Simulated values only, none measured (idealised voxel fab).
Presented below is a process module, voxel plated lines.
225 nm wide, 5 nm square cells: that's cross-section cut.
The cross-sections in this document take the form of a grid made of square cells. They are written out as bands, in order from top to bottom. Each band consists of one or more rows of cells. The entry gives the band's vertical extent as a top height and a bottom height in nm, then its horizontal make-up as materials from left to right, each with a width in nm. "blank" stands for empty space; a single material marked "all across" fills the band edge to edge. Height 0 is the level under which the wafer as received is all one material. The lowest band goes on downwards, as in "0 down". Per-row width for "30->40": begins at first number (top row of band), ends at second number (bottom row), increment between rows held constant. What does "nothing changed" mean for a step? It means no cell of the cross-section changed in that step. Closed-off voids of 8+ cells (no open route to the top) go in "Closed void list", written width x height at distance from the left edge, in nm. Whatever follows a step's settings on its line is a remark the simulator itself makes about that step. overlay nm: step with mask; distance mask lay right of planned place; negative value = left of planned place.

PLAN
- 1: RECEIVE | material Si
- 2: CONFORMAL_DEP | material SiO2 | thk nm 10
- 3: DIRECTIONAL_DEP | material TiN | thk nm 5
- 4: PATTERN | tone open | mask id LINES | material resist | width nm 15 | pitch nm 35 | thk nm 20 | overlay nm 0
- 5: EPI | material Ru | thk nm 5
- 6: STRIP | etch materials resist
- 7: DIRECTIONAL_ETCH | etch materials TiN | depth nm 5
- 8: CONFORMAL_DEP | material SiO2 | thk nm 10

FIRST OF TWO WAFERS - AS PLANNED

WAFER AS RECEIVED: CROSS-SECTION FOLLOWING STEP 1
  0 down | Si all across
  Closed void list: none

THE FOLLOWING CROSS-SECTION DEPICTS THE WAFER UPON COMPLETION OF STEP 2
  10 to 0 | SiO2 all across
  below 0: unchanged

THE FOLLOWING CROSS-SECTION DEPICTS THE WAFER UPON COMPLETION OF STEP 3
  15 to 10 | TiN all across
  below 10: unchanged

THE FOLLOWING CROSS-SECTION DEPICTS THE WAFER UPON COMPLETION OF STEP 4
  35 to 15 | 50 nm resist / 15 nm blank / 20 nm resist / 15 nm blank / 20 nm resist / 15 nm blank / 20 nm resist / 15 nm blank / 55 nm resist
  below 15: unchanged

THE FOLLOWING CROSS-SECTION DEPICTS THE WAFER UPON COMPLETION OF STEP 5
  35 to 20 | 50 nm resist / 15 nm blank / 20 nm resist / 15 nm blank / 20 nm resist / 15 nm blank / 20 nm resist / 15 nm blank / 55 nm resist
  20 to 15 | 50 nm resist / 15 nm Ru / 20 nm resist / 15 nm Ru / 20 nm resist / 15 nm Ru / 20 nm resist / 15 nm Ru / 55 nm resist
  below 15: unchanged

THE FOLLOWING CROSS-SECTION DEPICTS THE WAFER UPON COMPLETION OF STEP 6
  20 to 15 | 50 nm blank / 15 nm Ru / 20 nm blank / 15 nm Ru / 20 nm blank / 15 nm Ru / 20 nm blank / 15 nm Ru / 55 nm blank
  below 15: unchanged

THE FOLLOWING CROSS-SECTION DEPICTS THE WAFER UPON COMPLETION OF STEP 7
  20 to 15 | 50 nm blank / 15 nm Ru / 20 nm blank / 15 nm Ru / 20 nm blank / 15 nm Ru / 20 nm blank / 15 nm Ru / 55 nm blank
  15 to 10 | 50 nm blank / 15 nm TiN / 20 nm blank / 15 nm TiN / 20 nm blank / 15 nm TiN / 20 nm blank / 15 nm TiN / 55 nm blank
  below 10: unchanged

THE FOLLOWING CROSS-SECTION DEPICTS THE WAFER UPON COMPLETION OF STEP 8
  30 to 20 | 40 nm blank / 140 nm SiO2 / 45 nm blank
  20 to 15 | 50 nm SiO2 / 15 nm Ru / 20 nm SiO2 / 15 nm Ru / 20 nm SiO2 / 15 nm Ru / 20 nm SiO2 / 15 nm Ru / 55 nm SiO2
  15 to 10 | 50 nm SiO2 / 15 nm TiN / 20 nm SiO2 / 15 nm TiN / 20 nm SiO2 / 15 nm TiN / 20 nm SiO2 / 15 nm TiN / 55 nm SiO2
  below 10: unchanged

WAFER TWO OF TWO - SAME STARTING POINT, SAME PROCESS PLAN, ONE MISTAKE IN EXECUTION; MATCHES WAFER ONE UP TO AND INCLUDING STEP 2

SECOND WAFER SHOWN IN CROSS-SECTION AT THE TIME STEP 3 WAS SLATED TO END
  15 to 0 | SiO2 all across
  below 0: unchanged

SECOND WAFER SHOWN IN CROSS-SECTION AT THE TIME STEP 4 WAS SLATED TO END
  35 to 15 | 50 nm resist / 15 nm blank / 20 nm resist / 15 nm blank / 20 nm resist / 15 nm blank / 20 nm resist / 15 nm blank / 55 nm resist
  below 15: unchanged

Second wafer shown in cross-section at the time step 5 was slated to end: nothing changed

SECOND WAFER SHOWN IN CROSS-SECTION AT THE TIME STEP 6 WAS SLATED TO END
  15 to 0 | SiO2 all across
  below 0: unchanged

Second wafer shown in cross-section at the time step 7 was slated to end: nothing changed

SECOND WAFER SHOWN IN CROSS-SECTION AT THE TIME STEP 8 WAS SLATED TO END
  25 to 0 | SiO2 all across
  below 0: unchanged
Run error: rather than as planned, step 3 actually ran as DIRECTIONAL_DEP | material SiO2 | thk nm 5
At the finish, the second wafer shows more or fewer cells for some materials than the first does: 12 fewer of Ru | 13 more of SiO2 | 12 fewer of TiN
